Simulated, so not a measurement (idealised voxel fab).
Process module, titled voxel transistor to metal
Cross-section cut spans 260 nm and uses square cells 5 nm in size.
Just so we're on the same page, the cross-sections are grids of square cells, and they're listed out in bands top to bottom, each band one or more rows deep.
A band entry consists of two parts. The first gives the height of the band's top and the height of its bottom, in nm. The rest lists the band's materials from left to right, each with its width in nm. A single material labelled with the word "throughout" fills the band from edge to edge, and the word "air" marks empty space.
The level at which height equals 0 is the one under which the wafer, as it arrives, is entirely one material. No lower edge exists for the bottom band, which continues downward and is notated as in "from 0 down".
Quick explanation for "30..40": the width changes in equal steps down the rows of cells, from the first number in the band's top row to the second number in its bottom row.
Basically "no modifications" means that step didn't change any cell in the cross-section.
The entry titled "Closed cavity list" provides the empty spaces that have no open way to the top, restricted to those of 8 cells or more. Each is presented as width x height at distance, the distance being measured from the left edge, with all three in nm.
Text after the settings on a step's line: the simulator's own remark on that step.
overlay nm: mask offset rightward from planned place, masked step; negative means leftward offset.
The remainder of this document consists of a sequence of paired cross-sections. Each pair presents the cross-section prior to one process step together with the cross-section following it, the latter being rendered only as deep as the lowest band that underwent change. The intervening step, together with its settings, is stated beneath each pair. Because the pairs may originate from different runs of this module on the same starting wafer, a given pair is to be read as continuing from the preceding pair only where its entry headed "Before processing" so indicates.

## Before processing
- from 0 down  Si throughout
- Closed cavity list: none

## Step Result
- from 0 to -5  SiO2 throughout
- Rest of section, below -5: as before.
- Closed cavity list: none
Between before and after as drawn above: OXIDIZE with depth nm 5

Before processing: Reference is made to the cross-section shown after the step in the pair directly above, which represents the state prior to this step.

## Step Result
- from 15 to 0  SiN throughout
- Rest of section, below 0: as before.
- Closed cavity list: none
Between before and after as drawn above: CONFORMAL_DEP with material SiN, thk nm 15

Before processing: Reference is made to the cross-section shown after the step in the pair directly above, which represents the state prior to this step.

## Step Result
- from 25 to 15  aC throughout
- Rest of section, below 15: as before.
- Closed cavity list: none
Between before and after as drawn above: DIRECTIONAL_DEP with material aC, thk nm 10

Before processing: Reference is made to the cross-section shown after the step in the pair directly above, which represents the state prior to this step.

## Step Result
- from 55 to 25  air 15, resist 100, air 25, resist 100, air 20
- Rest of section, below 25: as before.
- Closed cavity list: none
Between before and after as drawn above: PATTERN with tone cover, mask id ACTIVE, material resist, width nm 100, pitch nm 125, thk nm 30, overlay nm 0

Before processing: Reference is made to the cross-section shown after the step in the pair directly above, which represents the state prior to this step.

## Step Result
- from 45 to 25  air 15, resist 100, air 25, resist 100, air 20
- from 25 to 15  air 15, aC 100, air 25, aC 100, air 20
- Rest of section, below 15: as before.
- Closed cavity list: none
Between before and after as drawn above: DIRECTIONAL_ETCH with etch materials aC, depth nm 10

Before processing: Reference is made to the cross-section shown after the step in the pair directly above, which represents the state prior to this step.

## Step Result
- from 25 to 15  air 15, aC 100, air 25, aC 100, air 20
- Rest of section, below 15: as before.
- Closed cavity list: none
Between before and after as drawn above: STRIP with etch materials resist

Before processing: Reference is made to the cross-section shown after the step in the pair directly above, which represents the state prior to this step.

## Step Result
- from 25 to 15  air 15, aC 100, air 25, aC 100, air 20
- from 15 to 0  air 15, SiN 100, air 25, SiN 100, air 20
- Rest of section, below 0: as before.
- Closed cavity list: none
Between before and after as drawn above: DIRECTIONAL_ETCH with etch materials SiN, depth nm 15

Before processing: Reference is made to the cross-section shown after the step in the pair directly above, which represents the state prior to this step.

## Step Result
- from 25 to 15  air 15, aC 100, air 25, aC 100, air 20
- from 15 to 0  air 15, SiN 100, air 25, SiN 100, air 20
- from 0 to -5  air 15, SiO2 100, air 25, SiO2 100, air 20
- Rest of section, below -5: as before.
- Closed cavity list: none
Between before and after as drawn above: DIRECTIONAL_ETCH with etch materials SiO2, depth nm 5

Before processing: Reference is made to the cross-section shown after the step in the pair directly above, which represents the state prior to this step.

## Step Result
- from 25 to 15  air 15, aC 100, air 25, aC 100, air 20
- from 15 to 0  air 15, SiN 100, air 25, SiN 100, air 20
- from 0 to -5  air 15, SiO2 100, air 25, SiO2 100, air 20
- from -5 to -30  air 15, Si 100, air 25, Si 100, air 20
- Rest of section, below -30: as before.
- Closed cavity list: none
Between before and after as drawn above: DIRECTIONAL_ETCH with etch materials Si, depth nm 25

Before processing: Reference is made to the cross-section shown after the step in the pair directly above, which represents the state prior to this step.

## Step Result
- from 15 to 0  air 15, SiN 100, air 25, SiN 100, air 20
- Rest of section, below 0: as before.
- Closed cavity list: none
Between before and after as drawn above: STRIP with etch materials aC

Before processing: Reference is made to the cross-section shown after the step in the pair directly above, which represents the state prior to this step.

## Step Result
- from 15 to 0  air 15, SiN 100, air 25, SiN 100, air 20
- from 0 to -5  air 15, SiO2 100, air 25, SiO2 100, air 20
- from -5 to -30  air 15, SiO2 5, Si 90, SiO2 5, air 25, SiO2 5, Si 90, SiO2 5, air 20
- from -30 to -35  SiO2 20, Si 90, SiO2 35, Si 90, SiO2 25
- Rest of section, below -35: as before.
- Closed cavity list: none
Between before and after as drawn above: OXIDIZE with depth nm 5

Before processing: Reference is made to the cross-section shown after the step in the pair directly above, which represents the state prior to this step.

## Step Result
- from 20 to 15  SiO2 throughout
- from 15 to 0  SiO2 15, SiN 100, SiO2 25, SiN 100, SiO2 20
- from 0 to -5  SiO2 throughout
- from -5 to -35  SiO2 20, Si 90, SiO2 35, Si 90, SiO2 25
- Rest of section, below -35: as before.
- Closed cavity list: none
Between before and after as drawn above: FILL_DEP with material SiO2, thk nm 5

Before processing: Reference is made to the cross-section shown after the step in the pair directly above, which represents the state prior to this step.

## Step Result
- from 15 to 0  SiO2 15, SiN 100, SiO2 25, SiN 100, SiO2 20
- Rest of section, below 0: as before.
- Closed cavity list: none
Between before and after as drawn above: CMP with height nm 15

Before processing: Reference is made to the cross-section shown after the step in the pair directly above, which represents the state prior to this step.

## Step Result
- from 15 to 5  air 15, SiN 100, air 25, SiN 100, air 20
- Rest of section, below 5: as before.
- Closed cavity list: none
Between before and after as drawn above: SELECTIVE_ETCH with etch materials SiO2, depth nm 10

Before processing: Reference is made to the cross-section shown after the step in the pair directly above, which represents the state prior to this step.

## Step Result
- from 5 to 0  SiO2 15, air 100, SiO2 25, air 100, SiO2 20
- Rest of section, below 0: as before.
- Closed cavity list: none
Between before and after as drawn above: STRIP with etch materials SiN

Before processing: Reference is made to the cross-section shown after the step in the pair directly above, which represents the state prior to this step.

## Step Result
- from 0 to -5  SiO2 10, air 110, SiO2 15, air 110, SiO2 15
- Rest of section, below -5: as before.
- Closed cavity list: none
Between before and after as drawn above: SELECTIVE_ETCH with etch materials SiO2, depth nm 5

Before processing: Reference is made to the cross-section shown after the step in the pair directly above, which represents the state prior to this step.

## Step Result
- from 0 to -5  SiO2 10, air 110, SiO2 15, air 110, SiO2 15
- from -5 to -10  SiO2 throughout
- Rest of section, below -10: as before.
- Closed cavity list: none
Between before and after as drawn above: OXIDIZE with depth nm 5

Before processing: Reference is made to the cross-section shown after the step in the pair directly above, which represents the state prior to this step.

## Step Result
- from 20 to 15  polySi 10, air 110, polySi 15, air 110, polySi 15
- from 15 to 0  polySi throughout
- from 0 to -5  SiO2 10, polySi 110, SiO2 15, polySi 110, SiO2 15
- Rest of section, below -5: as before.
- Closed cavity list: none
Between before and after as drawn above: DIRECTIONAL_DEP with material polySi, thk nm 20

Before processing: Reference is made to the cross-section shown after the step in the pair directly above, which represents the state prior to this step.

## Step Result
- from 30 to 25  SiCN 10, air 110, SiCN 15, air 110, SiCN 15
- from 25 to 20  SiCN throughout
- from 20 to 15  polySi 10, SiCN 110, polySi 15, SiCN 110, polySi 15
- Rest of section, below 15: as before.
- Closed cavity list: none
Between before and after as drawn above: DIRECTIONAL_DEP with material SiCN, thk nm 10

Before processing: Reference is made to the cross-section shown after the step in the pair directly above, which represents the state prior to this step.

## Step Result
- from 45 to 40  aC 10, air 110, aC 15, air 110, aC 15
- from 40 to 30  aC throughout
- from 30 to 25  SiCN 10, aC 110, SiCN 15, aC 110, SiCN 15
- Rest of section, below 25: as before.
- Closed cavity list: none
Between before and after as drawn above: DIRECTIONAL_DEP with material aC, thk nm 15

Before processing: Reference is made to the cross-section shown after the step in the pair directly above, which represents the state prior to this step.

## Step Result
- from 75 to 45  air 55, resist 20, air 105, resist 20, air 60
- from 45 to 40  aC 10, air 45, resist 20, air 45, aC 15, air 45, resist 20, air 45, aC 15
- Rest of section, below 40: as before.
- Closed cavity list: none
Between before and after as drawn above: PATTERN with tone cover, mask id GATE, material resist, width nm 20, pitch nm 125, thk nm 30, overlay nm 0

Before processing: Reference is made to the cross-section shown after the step in the pair directly above, which represents the state prior to this step.

## Step Result
- from 60 to 40  air 55, resist 20, air 105, resist 20, air 60
- from 40 to 30  air 55, aC 20, air 105, aC 20, air 60
- from 30 to 25  SiCN 10, air 45, aC 20, air 45, SiCN 15, air 45, aC 20, air 45, SiCN 15
- Rest of section, below 25: as before.
- Closed cavity list: none
Between before and after as drawn above: DIRECTIONAL_ETCH with etch materials aC, depth nm 15

Before processing: Reference is made to the cross-section shown after the step in the pair directly above, which represents the state prior to this step.

## Step Result
- from 40 to 30  air 55, aC 20, air 105, aC 20, air 60
- Rest of section, below 30: as before.
- Closed cavity list: none
Between before and after as drawn above: STRIP with etch materials resist

Before processing: Reference is made to the cross-section shown after the step in the pair directly above, which represents the state prior to this step.

## Step Result
- from 40 to 25  air 55, aC 20, air 105, aC 20, air 60
- from 25 to 20  air 55, SiCN 20, air 105, SiCN 20, air 60
- from 20 to 15  polySi 10, air 45, SiCN 20, air 45, polySi 15, air 45, SiCN 20, air 45, polySi 15
- Rest of section, below 15: as before.
- Closed cavity list: none
Between before and after as drawn above: DIRECTIONAL_ETCH with etch materials SiCN, depth nm 20

Before processing: Reference is made to the cross-section shown after the step in the pair directly above, which represents the state prior to this step.

## Step Result
- from 40 to 25  air 55, aC 20, air 105, aC 20, air 60
- from 25 to 15  air 55, SiCN 20, air 105, SiCN 20, air 60
- from 15 to 0  air 55, polySi 20, air 105, polySi 20, air 60
- from 0 to -5  SiO2 10, air 45, polySi 20, air 45, SiO2 15, air 45, polySi 20, air 45, SiO2 15
- Rest of section, below -5: as before.
- Closed cavity list: none
Between before and after as drawn above: DIRECTIONAL_ETCH with etch materials polySi, depth nm 30

Before processing: Reference is made to the cross-section shown after the step in the pair directly above, which represents the state prior to this step.

## Step Result
- from 25 to 15  air 55, SiCN 20, air 105, SiCN 20, air 60
- Rest of section, below 15: as before.
- Closed cavity list: none
Between before and after as drawn above: STRIP with etch materials aC

Before processing: Reference is made to the cross-section shown after the step in the pair directly above, which represents the state prior to this step.

## Step Result
- from 30 to 25  air 50, SiO2 30, air 95, SiO2 30, air 55
- from 25 to 15  air 50, SiO2 5, SiCN 20, SiO2 5, air 95, SiO2 5, SiCN 20, SiO2 5, air 55
- from 15 to 5  air 50, SiO2 5, polySi 20, SiO2 5, air 95, SiO2 5, polySi 20, SiO2 5, air 55
- from 5 to 0  SiO2 15, air 35, SiO2 5, polySi 20, SiO2 5, air 35, SiO2 25, air 35, SiO2 5, polySi 20, SiO2 5, air 35, SiO2 20
- from 0 to -5  SiO2 55, polySi 20, SiO2 105, polySi 20, SiO2 60
- Rest of section, below -5: as before.
- Closed cavity list: none
Between before and after as drawn above: CONFORMAL_DEP with material SiO2, thk nm 5

Before processing: Reference is made to the cross-section shown after the step in the pair directly above, which represents the state prior to this step.

## Step Result
- from 25 to 15  air 50, SiO2 5, SiCN 20, SiO2 5, air 95, SiO2 5, SiCN 20, SiO2 5, air 55
- from 15 to 0  air 50, SiO2 5, polySi 20, SiO2 5, air 95, SiO2 5, polySi 20, SiO2 5, air 55
- from 0 to -5  SiO2 15, air 35, SiO2 5, polySi 20, SiO2 5, air 35, SiO2 25, air 35, SiO2 5, polySi 20, SiO2 5, air 35, SiO2 20
- Rest of section, below -5: as before.
- Closed cavity list: none
Between before and after as drawn above: DIRECTIONAL_ETCH with etch materials SiO2, depth nm 5

Before processing: Reference is made to the cross-section shown after the step in the pair directly above, which represents the state prior to this step.

## Step Result
- from 30 to 25  air 45, SiN 40, air 85, SiN 40, air 50
- from 25 to 15  air 45, SiN 5, SiO2 5, SiCN 20, SiO2 5, SiN 5, air 85, SiN 5, SiO2 5, SiCN 20, SiO2 5, SiN 5, air 50
- from 15 to 5  air 45, SiN 5, SiO2 5, polySi 20, SiO2 5, SiN 5, air 85, SiN 5, SiO2 5, polySi 20, SiO2 5, SiN 5, air 50
- from 5 to 0  SiN 20, air 25, SiN 5, SiO2 5, polySi 20, SiO2 5, SiN 5, air 25, SiN 35, air 25, SiN 5, SiO2 5, polySi 20, SiO2 5, SiN 5, air 25, SiN 25
- from 0 to -5  SiO2 15, SiN 35, SiO2 5, polySi 20, SiO2 5, SiN 35, SiO2 25, SiN 35, SiO2 5, polySi 20, SiO2 5, SiN 35, SiO2 20
- Rest of section, below -5: as before.
- Closed cavity list: none
Between before and after as drawn above: CONFORMAL_DEP with material SiN, thk nm 5

Before processing: Reference is made to the cross-section shown after the step in the pair directly above, which represents the state prior to this step.

## Step Result
- from 25 to 15  air 45, SiN 5, SiO2 5, SiCN 20, SiO2 5, SiN 5, air 85, SiN 5, SiO2 5, SiCN 20, SiO2 5, SiN 5, air 50
- from 15 to 0  air 45, SiN 5, SiO2 5, polySi 20, SiO2 5, SiN 5, air 85, SiN 5, SiO2 5, polySi 20, SiO2 5, SiN 5, air 50
- from 0 to -5  SiO2 15, SiN 5, air 25, SiN 5, SiO2 5, polySi 20, SiO2 5, SiN 5, air 25, SiN 5, SiO2 25, SiN 5, air 25, SiN 5, SiO2 5, polySi 20, SiO2 5, SiN 5, air 25, SiN 5, SiO2 20
- Rest of section, below -5: as before.
- Closed cavity list: none
Between before and after as drawn above: DIRECTIONAL_ETCH with etch materials SiN, depth nm 5

Before processing: Reference is made to the cross-section shown after the step in the pair directly above, which represents the state prior to this step.

## Step Result
- from 25 to 20  air 45, SiN 5, air 5, SiCN 20, air 5, SiN 5, air 85, SiN 5, air 5, SiCN 20, air 5, SiN 5, air 50
- from 20 to 15  air 45, SiN 5, SiO2 5, SiCN 20, SiO2 5, SiN 5, air 85, SiN 5, SiO2 5, SiCN 20, SiO2 5, SiN 5, air 50
- from 15 to 0  air 45, SiN 5, SiO2 5, polySi 20, SiO2 5, SiN 5, air 85, SiN 5, SiO2 5, polySi 20, SiO2 5, SiN 5, air 50
- from 0 to -5  air 15, SiN 5, air 25, SiN 5, SiO2 5, polySi 20, SiO2 5, SiN 5, air 25, SiN 5, air 25, SiN 5, air 25, SiN 5, SiO2 5, polySi 20, SiO2 5, SiN 5, air 25, SiN 5, air 20
- from -5 to -10  SiO2 20, air 25, SiO2 40, air 25, SiO2 35, air 25, SiO2 40, air 25, SiO2 25
- Rest of section, below -10: as before.
- Closed cavity list: none
Between before and after as drawn above: DIRECTIONAL_ETCH with etch materials SiO2, depth nm 5

Before processing: Reference is made to the cross-section shown after the step in the pair directly above, which represents the state prior to this step.

## Step Result
- from 25 to 20  air 45, SiN 5, air 5, SiCN 20, air 5, SiN 5, air 85, SiN 5, air 5, SiCN 20, air 5, SiN 5, air 50
- from 20 to 15  air 45, SiN 5, SiO2 5, SiCN 20, SiO2 5, SiN 5, air 85, SiN 5, SiO2 5, SiCN 20, SiO2 5, SiN 5, air 50
- from 15 to 0  air 45, SiN 5, SiO2 5, polySi 20, SiO2 5, SiN 5, air 85, SiN 5, SiO2 5, polySi 20, SiO2 5, SiN 5, air 50
- from 0 to -5  air 15, SiN 5, air 25, SiN 5, SiO2 5, polySi 20, SiO2 5, SiN 5, air 25, SiN 5, air 25, SiN 5, air 25, SiN 5, SiO2 5, polySi 20, SiO2 5, SiN 5, air 25, SiN 5, air 20
- from -5 to -10  SiO2 20, air 25, SiO2 40, air 25, SiO2 35, air 25, SiO2 40, air 25, SiO2 25
- from -10 to -25  SiO2 20, air 25, Si 40, air 25, SiO2 35, air 25, Si 40, air 25, SiO2 25
- Rest of section, below -25: as before.
- Closed cavity list: none
Between before and after as drawn above: DIRECTIONAL_ETCH with etch materials Si, depth nm 15

Before processing: Reference is made to the cross-section shown after the step in the pair directly above, which represents the state prior to this step.

## Step Result
- from 25 to 20  air 45, SiN 5, air 5, SiCN 20, air 5, SiN 5, air 85, SiN 5, air 5, SiCN 20, air 5, SiN 5, air 50
- from 20 to 15  air 45, SiN 5, SiO2 5, SiCN 20, SiO2 5, SiN 5, air 85, SiN 5, SiO2 5, SiCN 20, SiO2 5, SiN 5, air 50
- from 15 to 10  air 45, SiN 5, SiO2 5, polySi 20, SiO2 5, SiN 5, air 85, SiN 5, SiO2 5, polySi 20, SiO2 5, SiN 5, air 50
- from 10 to 0  air 25, nSi 20, SiN 5, SiO2 5, polySi 20, SiO2 5, SiN 5, nSi 20, air 45, nSi 20, SiN 5, SiO2 5, polySi 20, SiO2 5, SiN 5, nSi 20, air 30
- from 0 to -5  air 15, SiN 5, air 5, nSi 20, SiN 5, SiO2 5, polySi 20, SiO2 5, SiN 5, nSi 20, air 5, SiN 5, air 25, SiN 5, air 5, nSi 20, SiN 5, SiO2 5, polySi 20, SiO2 5, SiN 5, nSi 20, air 5, SiN 5, air 20
- from -5 to -10  SiO2 20, nSi 25, SiO2 40, nSi 25, SiO2 35, nSi 25, SiO2 40, nSi 25, SiO2 25
- from -10 to -25  SiO2 20, nSi 25, Si 40, nSi 25, SiO2 35, nSi 25, Si 40, nSi 25, SiO2 25
- Rest of section, below -25: as before.
- Closed cavity list: none
Between before and after as drawn above: EPI with material nSi, thk nm 20

Before processing: Reference is made to the cross-section shown after the step in the pair directly above, which represents the state prior to this step.

## Step Result
- from 35 to 25  SiO2 throughout
- from 25 to 15  SiO2 45, SiN 5, SiO2 5, SiCN 20, SiO2 5, SiN 5, SiO2 85, SiN 5, SiO2 5, SiCN 20, SiO2 5, SiN 5, SiO2 50
- from 15 to 10  SiO2 45, SiN 5, SiO2 5, polySi 20, SiO2 5, SiN 5, SiO2 85, SiN 5, SiO2 5, polySi 20, SiO2 5, SiN 5, SiO2 50
- from 10 to 0  SiO2 25, nSi 20, SiN 5, SiO2 5, polySi 20, SiO2 5, SiN 5, nSi 20, SiO2 45, nSi 20, SiN 5, SiO2 5, polySi 20, SiO2 5, SiN 5, nSi 20, SiO2 30
- from 0 to -5  SiO2 15, SiN 5, SiO2 5, nSi 20, SiN 5, SiO2 5, polySi 20, SiO2 5, SiN 5, nSi 20, SiO2 5, SiN 5, SiO2 25, SiN 5, SiO2 5, nSi 20, SiN 5, SiO2 5, polySi 20, SiO2 5, SiN 5, nSi 20, SiO2 5, SiN 5, SiO2 20
- Rest of section, below -5: as before.
- Closed cavity list: none
Between before and after as drawn above: FILL_DEP with material SiO2, thk nm 10

Before processing: Reference is made to the cross-section shown after the step in the pair directly above, which represents the state prior to this step.

## Step Result
- from 25 to 15  SiO2 45, SiN 5, SiO2 5, SiCN 20, SiO2 5, SiN 5, SiO2 85, SiN 5, SiO2 5, SiCN 20, SiO2 5, SiN 5, SiO2 50
- Rest of section, below 15: as before.
- Closed cavity list: none
Between before and after as drawn above: CMP with height nm 25

Before processing: Reference is made to the cross-section shown after the step in the pair directly above, which represents the state prior to this step.

## Step Result
- from 35 to 25  SiO2 throughout
- Rest of section, below 25: as before.
- Closed cavity list: none
Between before and after as drawn above: DIRECTIONAL_DEP with material SiO2, thk nm 10

Before processing: Reference is made to the cross-section shown after the step in the pair directly above, which represents the state prior to this step.

## Step Result
- from 45 to 35  aC throughout
- Rest of section, below 35: as before.
- Closed cavity list: none
Between before and after as drawn above: DIRECTIONAL_DEP with material aC, thk nm 10

Before processing: Reference is made to the cross-section shown after the step in the pair directly above, which represents the state prior to this step.

## Step Result
- from 75 to 45  resist 20, air 20, resist 50, air 20, resist 35, air 20, resist 50, air 20, resist 25
- Rest of section, below 45: as before.
- Closed cavity list: none
Between before and after as drawn above: PATTERN with tone open, mask id CONTACT, material resist, width nm 20, thk nm 30, overlay nm 0

Before processing: Reference is made to the cross-section shown after the step in the pair directly above, which represents the state prior to this step.

## Step Result
- from 65 to 45  resist 20, air 20, resist 50, air 20, resist 35, air 20, resist 50, air 20, resist 25
- from 45 to 35  aC 20, air 20, aC 50, air 20, aC 35, air 20, aC 50, air 20, aC 25
- Rest of section, below 35: as before.
- Closed cavity list: none
Between before and after as drawn above: DIRECTIONAL_ETCH with etch materials aC, depth nm 10

Before processing: Reference is made to the cross-section shown after the step in the pair directly above, which represents the state prior to this step.

## Step Result
- from 45 to 35  aC 20, air 20, aC 50, air 20, aC 35, air 20, aC 50, air 20, aC 25
- Rest of section, below 35: as before.
- Closed cavity list: none
Between before and after as drawn above: STRIP with etch materials resist

Before processing: Reference is made to the cross-section shown after the step in the pair directly above, which represents the state prior to this step.

## Step Result
- from 45 to 35  aC 20, air 20, aC 50, air 20, aC 35, air 20, aC 50, air 20, aC 25
- from 35 to 25  SiO2 20, air 20, SiO2 50, air 20, SiO2 35, air 20, SiO2 50, air 20, SiO2 25
- from 25 to 15  SiO2 20, air 20, SiO2 5, SiN 5, SiO2 5, SiCN 20, SiO2 5, SiN 5, SiO2 5, air 20, SiO2 35, air 20, SiO2 5, SiN 5, SiO2 5, SiCN 20, SiO2 5, SiN 5, SiO2 5, air 20, SiO2 25
- from 15 to 10  SiO2 20, air 20, SiO2 5, SiN 5, SiO2 5, polySi 20, SiO2 5, SiN 5, SiO2 5, air 20, SiO2 35, air 20, SiO2 5, SiN 5, SiO2 5, polySi 20, SiO2 5, SiN 5, SiO2 5, air 20, SiO2 25
- from 10 to 0  SiO2 20, air 5, nSi 20, SiN 5, SiO2 5, polySi 20, SiO2 5, SiN 5, nSi 20, air 5, SiO2 35, air 5, nSi 20, SiN 5, SiO2 5, polySi 20, SiO2 5, SiN 5, nSi 20, air 5, SiO2 25
- from 0 to -5  SiO2 15, SiN 5, air 5, nSi 20, SiN 5, SiO2 5, polySi 20, SiO2 5, SiN 5, nSi 20, air 5, SiN 5, SiO2 25, SiN 5, air 5, nSi 20, SiN 5, SiO2 5, polySi 20, SiO2 5, SiN 5, nSi 20, air 5, SiN 5, SiO2 20
- Rest of section, below -5: as before.
- Closed cavity list: none
Between before and after as drawn above: DIRECTIONAL_ETCH with etch materials SiO2, depth nm 40

Before processing: Reference is made to the cross-section shown after the step in the pair directly above, which represents the state prior to this step.

## Step Result
- from 35 to 25  SiO2 20, air 20, SiO2 50, air 20, SiO2 35, air 20, SiO2 50, air 20, SiO2 25
- Rest of section, below 25: as before.
- Closed cavity list: none
Between before and after as drawn above: STRIP with etch materials aC

Before processing: Reference is made to the cross-section shown after the step in the pair directly above, which represents the state prior to this step.

## Step Result
- from 40 to 35  TiN 25, air 10, TiN 60, air 10, TiN 45, air 10, TiN 60, air 10, TiN 30
- from 35 to 25  SiO2 20, TiN 5, air 10, TiN 5, SiO2 50, TiN 5, air 10, TiN 5, SiO2 35, TiN 5, air 10, TiN 5, SiO2 50, TiN 5, air 10, TiN 5, SiO2 25
- from 25 to 15  SiO2 20, TiN 5, air 10, TiN 5, SiO2 5, SiN 5, SiO2 5, SiCN 20, SiO2 5, SiN 5, SiO2 5, TiN 5, air 10, TiN 5, SiO2 35, TiN 5, air 10, TiN 5, SiO2 5, SiN 5, SiO2 5, SiCN 20, SiO2 5, SiN 5, SiO2 5, TiN 5, air 10, TiN 5, SiO2 25
- from 15 to 10  SiO2 20, TiN 20, SiO2 5, SiN 5, SiO2 5, polySi 20, SiO2 5, SiN 5, SiO2 5, TiN 20, SiO2 35, TiN 20, SiO2 5, SiN 5, SiO2 5, polySi 20, SiO2 5, SiN 5, SiO2 5, TiN 20, SiO2 25
- from 10 to 0  SiO2 20, TiN 5, nSi 20, SiN 5, SiO2 5, polySi 20, SiO2 5, SiN 5, nSi 20, TiN 5, SiO2 35, TiN 5, nSi 20, SiN 5, SiO2 5, polySi 20, SiO2 5, SiN 5, nSi 20, TiN 5, SiO2 25
- from 0 to -5  SiO2 15, SiN 5, TiN 5, nSi 20, SiN 5, SiO2 5, polySi 20, SiO2 5, SiN 5, nSi 20, TiN 5, SiN 5, SiO2 25, SiN 5, TiN 5, nSi 20, SiN 5, SiO2 5, polySi 20, SiO2 5, SiN 5, nSi 20, TiN 5, SiN 5, SiO2 20
- Rest of section, below -5: as before.
- Closed cavity list: none
Between before and after as drawn above: CONFORMAL_DEP with material TiN, thk nm 5

Before processing: Reference is made to the cross-section shown after the step in the pair directly above, which represents the state prior to this step.

## Step Result
- from 45 to 40  W throughout
- from 40 to 35  TiN 25, W 10, TiN 60, W 10, TiN 45, W 10, TiN 60, W 10, TiN 30
- from 35 to 25  SiO2 20, TiN 5, W 10, TiN 5, SiO2 50, TiN 5, W 10, TiN 5, SiO2 35, TiN 5, W 10, TiN 5, SiO2 50, TiN 5, W 10, TiN 5, SiO2 25
- from 25 to 15  SiO2 20, TiN 5, W 10, TiN 5, SiO2 5, SiN 5, SiO2 5, SiCN 20, SiO2 5, SiN 5, SiO2 5, TiN 5, W 10, TiN 5, SiO2 35, TiN 5, W 10, TiN 5, SiO2 5, SiN 5, SiO2 5, SiCN 20, SiO2 5, SiN 5, SiO2 5, TiN 5, W 10, TiN 5, SiO2 25
- Rest of section, below 15: as before.
- Closed cavity list: none
Between before and after as drawn above: FILL_DEP with material W, thk nm 5

Before processing: Reference is made to the cross-section shown after the step in the pair directly above, which represents the state prior to this step.

## Step Result
- from 35 to 25  SiO2 20, TiN 5, W 10, TiN 5, SiO2 50, TiN 5, W 10, TiN 5, SiO2 35, TiN 5, W 10, TiN 5, SiO2 50, TiN 5, W 10, TiN 5, SiO2 25
- Rest of section, below 25: as before.
- Closed cavity list: none
Between before and after as drawn above: CMP with height nm 35

Before processing: Reference is made to the cross-section shown after the step in the pair directly above, which represents the state prior to this step.

## Step Result
- from 40 to 35  TiN throughout
- Rest of section, below 35: as before.
- Closed cavity list: none
Between before and after as drawn above: DIRECTIONAL_DEP with material TiN, thk nm 5

Before processing: Reference is made to the cross-section shown after the step in the pair directly above, which represents the state prior to this step.

## Step Result
- from 65 to 40  W throughout
- Rest of section, below 40: as before.
- Closed cavity list: none
Between before and after as drawn above: DIRECTIONAL_DEP with material W, thk nm 25

Before processing: Reference is made to the cross-section shown after the step in the pair directly above, which represents the state prior to this step.

## Step Result
- from 65 to 40  air 20, W 20, air 50, W 20, air 35, W 20, air 50, W 20, air 25
- Rest of section, below 40: as before.
- Closed cavity list: none
Between before and after as drawn above: MASKED_ETCH with tone cover, mask id METAL_1, width nm 20, etch materials W, depth nm 25, overlay nm 0

Before processing: Reference is made to the cross-section shown after the step in the pair directly above, which represents the state prior to this step.

## Step Result
- from 65 to 40  air 20, W 20, air 50, W 20, air 35, W 20, air 50, W 20, air 25
- from 40 to 35  air 20, TiN 20, air 50, TiN 20, air 35, TiN 20, air 50, TiN 20, air 25
- Rest of section, below 35: as before.
- Closed cavity list: none
Between before and after as drawn above: MASKED_ETCH with tone cover, mask id METAL_1, width nm 20, etch materials TiN, depth nm 5, overlay nm 0

Before processing: Reference is made to the cross-section shown after the step in the pair directly above, which represents the state prior to this step.

## Step Result
- from 75 to 65  SiO2 throughout
- from 65 to 40  SiO2 20, W 20, SiO2 50, W 20, SiO2 35, W 20, SiO2 50, W 20, SiO2 25
- from 40 to 35  SiO2 20, TiN 20, SiO2 50, TiN 20, SiO2 35, TiN 20, SiO2 50, TiN 20, SiO2 25
- Rest of section, below 35: as before.
- Closed cavity list: none
Between before and after as drawn above: FILL_DEP with material SiO2, thk nm 10

Before processing: Reference is made to the cross-section shown after the step in the pair directly above, which represents the state prior to this step.

## Step Result
- from 65 to 40  SiO2 20, W 20, SiO2 50, W 20, SiO2 35, W 20, SiO2 50, W 20, SiO2 25
- Rest of section, below 40: as before.
- Closed cavity list: none
Between before and after as drawn above: CMP with height nm 65

Before processing: Reference is made to the cross-section shown after the step in the pair directly above, which represents the state prior to this step.

## Step Result
- from 70 to 65  SiCN throughout
- Rest of section, below 65: as before.
- Closed cavity list: none
Between before and after as drawn above: CONFORMAL_DEP with material SiCN, thk nm 5

## Before processing
- from 25 to 15  air 50, SiO2 5, SiCN 20, SiO2 5, air 95, SiO2 5, SiCN 20, SiO2 5, air 55
- from 15 to 0  air 50, SiO2 5, polySi 20, SiO2 5, air 95, SiO2 5, polySi 20, SiO2 5, air 55
- from 0 to -5  SiO2 15, air 35, SiO2 5, polySi 20, SiO2 5, air 35, SiO2 25, air 35, SiO2 5, polySi 20, SiO2 5, air 35, SiO2 20
- from -5 to -10  SiO2 throughout
- from -10 to -35  SiO2 20, Si 90, SiO2 35, Si 90, SiO2 25
- from -35 down  Si throughout
- Closed cavity list: none

## Step Result
- from 25 to 20  air 55, SiCN 20, air 105, SiCN 20, air 60
- from 20 to 15  air 50, SiO2 5, SiCN 20, SiO2 5, air 95, SiO2 5, SiCN 20, SiO2 5, air 55
- from 15 to -5  air 50, SiO2 5, polySi 20, SiO2 5, air 95, SiO2 5, polySi 20, SiO2 5, air 55
- from -5 to -10  SiO2 15, air 35, SiO2 30, air 35, SiO2 25, air 35, SiO2 30, air 35, SiO2 20
- Rest of section, below -10: as before.
- Closed cavity list: none
Between before and after as drawn above: DIRECTIONAL_ETCH with etch materials SiO2, depth nm 5
